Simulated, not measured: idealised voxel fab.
process module | voxel capacitor over wiring
cross-section cut | 285 nm wide | cells 5 nm
A cross-section is a grid of square cells, given in bands from the top down. A band is one or more rows of cells.
Each band's line starts with the height of the band's top and of its bottom, in nm. Then come its materials from left to right, each with its width in nm. One material with "throughout" fills the band from edge to edge. "air" is empty space.
Height 0 is the level under which the wafer as received is all one material. The lowest band goes on downwards, as in "0 down".
A width such as "30 to 40" changes by the same amount from each row of cells to the next, from the band's top row to its bottom row.
"no change" after a step means that no cell of the cross-section changed.
closed voids: empty space of 8 cells or more with no open way to the top, each as width x height at its distance from the left edge, in nm
after a step's settings: what the simulator itself notes on the step
overlay nm, on a step with a mask: how far to the right of its planned place the mask lay; to the left if negative
plan
1 op RECEIVE | material Si
2 op CONFORMAL_DEP | material SiO2 | thk nm 15
3 op CONFORMAL_DEP | material SiCN | thk nm 5
4 op DIRECTIONAL_DEP | material SiO2 | thk nm 20
5 op DIRECTIONAL_DEP | material aC | thk nm 10
6 op PATTERN | tone open | mask id METAL_1 | material resist | width nm 20 | pitch nm 75 | thk nm 30 | overlay nm 0
7 op DIRECTIONAL_ETCH | etch materials aC | depth nm 10
8 op STRIP | etch materials resist
9 op DIRECTIONAL_ETCH | etch materials SiO2 | depth nm 20
10 op DIRECTIONAL_ETCH | etch materials SiCN | depth nm 5
11 op STRIP | etch materials aC
12 op CONFORMAL_DEP | material TiN | thk nm 5
13 op FILL_DEP | material Cu | thk nm 10
14 op CMP | height nm 40
15 op EPI | material Ru | thk nm 5
16 op FILL_DEP | material SiCN | thk nm 5
17 op DIRECTIONAL_DEP | material lowk | thk nm 10
18 op PATTERN | tone open | mask id PLUG_1 | material resist | width nm 15 | thk nm 15 | overlay nm 0
19 op DIRECTIONAL_ETCH | etch materials lowk | depth nm 10
20 op DIRECTIONAL_ETCH | etch materials SiCN | depth nm 5
21 op STRIP | etch materials resist
22 op CONFORMAL_DEP | material TiN | thk nm 5
23 op FILL_DEP | material W | thk nm 5
24 op CMP | height nm 60
25 op DIRECTIONAL_DEP | material TiN | thk nm 5
26 op DIRECTIONAL_DEP | material HfO2 | thk nm 5
27 op DIRECTIONAL_DEP | material TiN | thk nm 5
28 op PATTERN | tone cover | mask id UPPER_PLATE | material resist | width nm 60 | thk nm 15 | overlay nm 0
29 op DIRECTIONAL_ETCH | etch materials TiN | depth nm 5
30 op DIRECTIONAL_ETCH | etch materials HfO2 | depth nm 5
31 op STRIP | etch materials resist
32 op MASKED_ETCH | tone cover | mask id LOWER_PLATE | width nm 70 | etch materials TiN | depth nm 5 | overlay nm 0
33 op FILL_DEP | material SiO2 | thk nm 20
34 op CMP | height nm 90
35 op DIRECTIONAL_DEP | material aC | thk nm 10
36 op PATTERN | tone open | mask id PLUG_2 | material resist | width nm 15 | thk nm 30 | overlay nm 0
37 op DIRECTIONAL_ETCH | etch materials aC | depth nm 10
38 op STRIP | etch materials resist
39 op DIRECTIONAL_ETCH | etch materials SiO2 | depth nm 15
40 op STRIP | etch materials aC
41 op CONFORMAL_DEP | material TiN | thk nm 5
42 op FILL_DEP | material W | thk nm 5
43 op CMP | height nm 90
44 op CONFORMAL_DEP | material SiN | thk nm 5
first wafer, as planned
as received, after step 1
  0 down: Si throughout
  closed voids: none
after step 2
  15 to 0: SiO2 throughout
  below 0: unchanged
after step 3
  20 to 15: SiCN throughout
  below 15: unchanged
after step 4
  40 to 20: SiO2 throughout
  below 20: unchanged
after step 5
  50 to 40: aC throughout
  below 40: unchanged
after step 6
  80 to 50: resist 95 | air 20 | resist 55 | air 20 | resist 95
  below 50: unchanged
after step 7
  70 to 50: resist 95 | air 20 | resist 55 | air 20 | resist 95
  50 to 40: aC 95 | air 20 | aC 55 | air 20 | aC 95
  below 40: unchanged
after step 8
  50 to 40: aC 95 | air 20 | aC 55 | air 20 | aC 95
  below 40: unchanged
after step 9
  50 to 40: aC 95 | air 20 | aC 55 | air 20 | aC 95
  40 to 20: SiO2 95 | air 20 | SiO2 55 | air 20 | SiO2 95
  below 20: unchanged
after step 10
  50 to 40: aC 95 | air 20 | aC 55 | air 20 | aC 95
  40 to 20: SiO2 95 | air 20 | SiO2 55 | air 20 | SiO2 95
  20 to 15: SiCN 95 | air 20 | SiCN 55 | air 20 | SiCN 95
  below 15: unchanged
after step 11
  40 to 20: SiO2 95 | air 20 | SiO2 55 | air 20 | SiO2 95
  below 20: unchanged
after step 12
  45 to 40: TiN 100 | air 10 | TiN 65 | air 10 | TiN 100
  40 to 20: SiO2 95 | TiN 5 | air 10 | TiN 5 | SiO2 55 | TiN 5 | air 10 | TiN 5 | SiO2 95
  20 to 15: SiCN 95 | TiN 20 | SiCN 55 | TiN 20 | SiCN 95
  below 15: unchanged
after step 13
  55 to 45: Cu throughout
  45 to 40: TiN 100 | Cu 10 | TiN 65 | Cu 10 | TiN 100
  40 to 20: SiO2 95 | TiN 5 | Cu 10 | TiN 5 | SiO2 55 | TiN 5 | Cu 10 | TiN 5 | SiO2 95
  below 20: unchanged
after step 14
  40 to 20: SiO2 95 | TiN 5 | Cu 10 | TiN 5 | SiO2 55 | TiN 5 | Cu 10 | TiN 5 | SiO2 95
  below 20: unchanged
after step 15
  45 to 40: air 90 | Ru 30 | air 45 | Ru 30 | air 90
  below 40: unchanged
after step 16
  50 to 45: SiCN throughout
  45 to 40: SiCN 90 | Ru 30 | SiCN 45 | Ru 30 | SiCN 90
  below 40: unchanged
after step 17
  60 to 50: lowk throughout
  below 50: unchanged
after step 18
  75 to 60: resist 100 | air 15 | resist 170
  below 60: unchanged
after step 19
  75 to 60: resist 100 | air 15 | resist 170
  60 to 50: lowk 100 | air 15 | lowk 170
  below 50: unchanged
after step 20
  75 to 60: resist 100 | air 15 | resist 170
  60 to 50: lowk 100 | air 15 | lowk 170
  50 to 45: SiCN 100 | air 15 | SiCN 170
  below 45: unchanged
after step 21
  60 to 50: lowk 100 | air 15 | lowk 170
  below 50: unchanged
after step 22
  65 to 60: TiN 105 | air 5 | TiN 175
  60 to 50: lowk 100 | TiN 5 | air 5 | TiN 5 | lowk 170
  50 to 45: SiCN 100 | TiN 15 | SiCN 170
  below 45: unchanged
after step 23
  70 to 65: W throughout
  65 to 60: TiN 105 | W 5 | TiN 175
  60 to 50: lowk 100 | TiN 5 | W 5 | TiN 5 | lowk 170
  below 50: unchanged
after step 24
  60 to 50: lowk 100 | TiN 5 | W 5 | TiN 5 | lowk 170
  below 50: unchanged
after step 25
  65 to 60: TiN throughout
  below 60: unchanged
after step 26
  70 to 65: HfO2 throughout
  below 65: unchanged
after step 27
  75 to 70: TiN throughout
  below 70: unchanged
after step 28
  90 to 75: air 100 | resist 60 | air 125
  below 75: unchanged
after step 29
  90 to 75: air 100 | resist 60 | air 125
  75 to 70: air 100 | TiN 60 | air 125
  below 70: unchanged
after step 30
  90 to 75: air 100 | resist 60 | air 125
  75 to 70: air 100 | TiN 60 | air 125
  70 to 65: air 100 | HfO2 60 | air 125
  below 65: unchanged
after step 31
  75 to 70: air 100 | TiN 60 | air 125
  below 70: unchanged
after step 32
  75 to 70: air 100 | TiN 60 | air 125
  70 to 65: air 100 | HfO2 60 | air 125
  65 to 60: air 95 | TiN 70 | air 120
  below 60: unchanged
after step 33
  95 to 75: SiO2 throughout
  75 to 70: SiO2 100 | TiN 60 | SiO2 125
  70 to 65: SiO2 100 | HfO2 60 | SiO2 125
  65 to 60: SiO2 95 | TiN 70 | SiO2 120
  below 60: unchanged
after step 34
  90 to 75: SiO2 throughout
  below 75: unchanged
after step 35
  100 to 90: aC throughout
  below 90: unchanged
after step 36
  130 to 100: resist 110 | air 15 | resist 160
  below 100: unchanged
after step 37
  120 to 100: resist 110 | air 15 | resist 160
  100 to 90: aC 110 | air 15 | aC 160
  below 90: unchanged
after step 38
  100 to 90: aC 110 | air 15 | aC 160
  below 90: unchanged
after step 39
  100 to 90: aC 110 | air 15 | aC 160
  90 to 75: SiO2 110 | air 15 | SiO2 160
  below 75: unchanged
after step 40
  90 to 75: SiO2 110 | air 15 | SiO2 160
  below 75: unchanged
after step 41
  95 to 90: TiN 115 | air 5 | TiN 165
  90 to 80: SiO2 110 | TiN 5 | air 5 | TiN 5 | SiO2 160
  80 to 70: SiO2 110 to 100 | TiN 15 to 60 | SiO2 160 to 125
  below 70: unchanged
after step 42
  100 to 95: W throughout
  95 to 90: TiN 115 | W 5 | TiN 165
  90 to 80: SiO2 110 | TiN 5 | W 5 | TiN 5 | SiO2 160
  below 80: unchanged
after step 43
  90 to 80: SiO2 110 | TiN 5 | W 5 | TiN 5 | SiO2 160
  below 80: unchanged
after step 44
  95 to 90: SiN throughout
  below 90: unchanged
second wafer: like start, like plan, one mistake. Through step 31 it matches the first wafer
when step 32 should have ended
  75 to 70: air 100 | TiN 60 | air 125
  70 to 65: air 100 | HfO2 60 | air 125
  65 to 60: air 100 | TiN 60 | air 125
  below 60: unchanged
when step 33 should have ended
  95 to 75: SiO2 throughout
  75 to 70: SiO2 100 | TiN 60 | SiO2 125
  70 to 65: SiO2 100 | HfO2 60 | SiO2 125
  65 to 60: SiO2 100 | TiN 60 | SiO2 125
  below 60: unchanged
when step 34 should have ended
  90 to 75: SiO2 throughout
  below 75: unchanged
when step 35 should have ended
  100 to 90: aC throughout
  below 90: unchanged
when step 36 should have ended
  130 to 100: resist 110 | air 15 | resist 160
  below 100: unchanged
when step 37 should have ended
  120 to 100: resist 110 | air 15 | resist 160
  100 to 90: aC 110 | air 15 | aC 160
  below 90: unchanged
when step 38 should have ended
  100 to 90: aC 110 | air 15 | aC 160
  below 90: unchanged
when step 39 should have ended
  100 to 90: aC 110 | air 15 | aC 160
  90 to 75: SiO2 110 | air 15 | SiO2 160
  below 75: unchanged
when step 40 should have ended
  90 to 75: SiO2 110 | air 15 | SiO2 160
  below 75: unchanged
when step 41 should have ended
  95 to 90: TiN 115 | air 5 | TiN 165
  90 to 80: SiO2 110 | TiN 5 | air 5 | TiN 5 | SiO2 160
  80 to 70: SiO2 110 to 100 | TiN 15 to 60 | SiO2 160 to 125
  below 70: unchanged
when step 42 should have ended
  100 to 95: W throughout
  95 to 90: TiN 115 | W 5 | TiN 165
  90 to 80: SiO2 110 | TiN 5 | W 5 | TiN 5 | SiO2 160
  below 80: unchanged
when step 43 should have ended
  90 to 80: SiO2 110 | TiN 5 | W 5 | TiN 5 | SiO2 160
  below 80: unchanged
when step 44 should have ended
  95 to 90: SiN throughout
  below 90: unchanged
what went wrong: step 32 ran as: op MASKED_ETCH | tone cover | mask id LOWER_PLATE | width nm 60 | etch materials TiN | depth nm 5 | overlay nm 0
at the end the second wafer has, in cells: 2 more of SiO2 | 2 fewer of TiN
